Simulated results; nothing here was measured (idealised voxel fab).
The following process module bears the name voxel self aligned contacts.
The figure presents cross-section cut, which has a width of 280 nm and is divided into square cells with an edge length of 5 nm.
In this document a cross-section is written as a grid of square cells. It is given as a series of bands, listed from the top down, and a band is one or more rows of cells.
It is stipulated that each band's entry specify, in nanometres, the height of the top of the band and then that of its bottom, followed by the materials of the band in left-to-right sequence, each together with its width in nanometres. A single material marked by the word "all across" is understood to fill the band from edge to edge; the word "empty" is understood to denote empty space.
Heights are expressed relative to 0, this being the level below which the as-received wafer comprises one material exclusively. The lowest band is unbounded in the downward direction and is denoted as in "0 down".
Note: "30..40" means the width goes from the first number (top row of the band) to the second number (bottom row) in equal steps per row of cells.
Where a step carries "nothing altered", the cross-section came out of it unchanged, cell for cell.
Entry "Unvented voids" = empty spaces >= 8 cells with no open way to the top; each as width x height at distance, distance from left edge, all nm.
Formally, on a step line, whatever follows the settings is a remark that the simulator itself makes on the step.
overlay nm, on a step with a mask: how far to the right of its planned place the mask lay; to the left if negative

The following list gives the planned process steps:
1) RECEIVE, material Si
2) CONFORMAL_DEP, material SiO2, thk nm 5
3) DIRECTIONAL_DEP, material polySi, thk nm 25
4) DIRECTIONAL_DEP, material SiN, thk nm 20
5) DIRECTIONAL_DEP, material aC, thk nm 10
6) PATTERN, tone cover, mask id GATE, material resist, width nm 35, pitch nm 70, thk nm 25, overlay nm 0
7) DIRECTIONAL_ETCH, etch materials aC, depth nm 10
8) STRIP, etch materials resist
9) DIRECTIONAL_ETCH, etch materials SiN, depth nm 20
10) DIRECTIONAL_ETCH, etch materials polySi, depth nm 25
11) STRIP, etch materials aC
12) CONFORMAL_DEP, material SiN, thk nm 5
13) DIRECTIONAL_ETCH, etch materials SiN, depth nm 5
14) FILL_DEP, material SiO2, thk nm 10
15) CMP, height nm 55
16) DIRECTIONAL_DEP, material aC, thk nm 10
17) PATTERN, tone open, mask id CONTACT, material resist, width nm 55, pitch nm 70, thk nm 25, overlay nm 0
18) DIRECTIONAL_ETCH, etch materials aC, depth nm 10
19) STRIP, etch materials resist
20) DIRECTIONAL_ETCH, etch materials SiO2, depth nm 55
21) STRIP, etch materials aC
22) CONFORMAL_DEP, material TiN, thk nm 5
23) FILL_DEP, material Ru, thk nm 10
24) CMP, height nm 55
25) CONFORMAL_DEP, material SiN, thk nm 5

Cross-section of the wafer upon arrival, representing the state reached after step 1:
    0 down = Si all across
    Unvented voids: none

Starting structure and process plan are as shown above, but one mistake was made in running the module; the wafer cross-section at the end of the module follows:
    60 to 55 = SiN all across
    55 to 35 = SiO2 45 / SiN 45 / TiN 5 / Ru 15 / TiN 5 / SiN 45 / TiN 5 / Ru 15 / TiN 5 / SiN 45 / SiO2 50
    35 to 15 = SiO2 45 / SiN 5 / polySi 35 / SiN 5 / TiN 5 / Ru 15 / TiN 5 / SiN 5 / polySi 35 / SiN 5 / TiN 5 / Ru 15 / TiN 5 / SiN 5 / polySi 35 / SiN 5 / SiO2 50
    15 to 10 = SiO2 45 / SiN 5 / polySi 35 / SiN 5 / TiN 25 / SiN 5 / polySi 35 / SiN 5 / TiN 25 / SiN 5 / polySi 35 / SiN 5 / SiO2 50
    10 to 5 = polySi all across
    5 to 0 = SiO2 all across
    0 down = Si all across
    Unvented voids: none
What broke from the plan during processing? the process deviated at step 3: the operation and settings actually run there were DIRECTIONAL_DEP, material polySi, thk nm 30
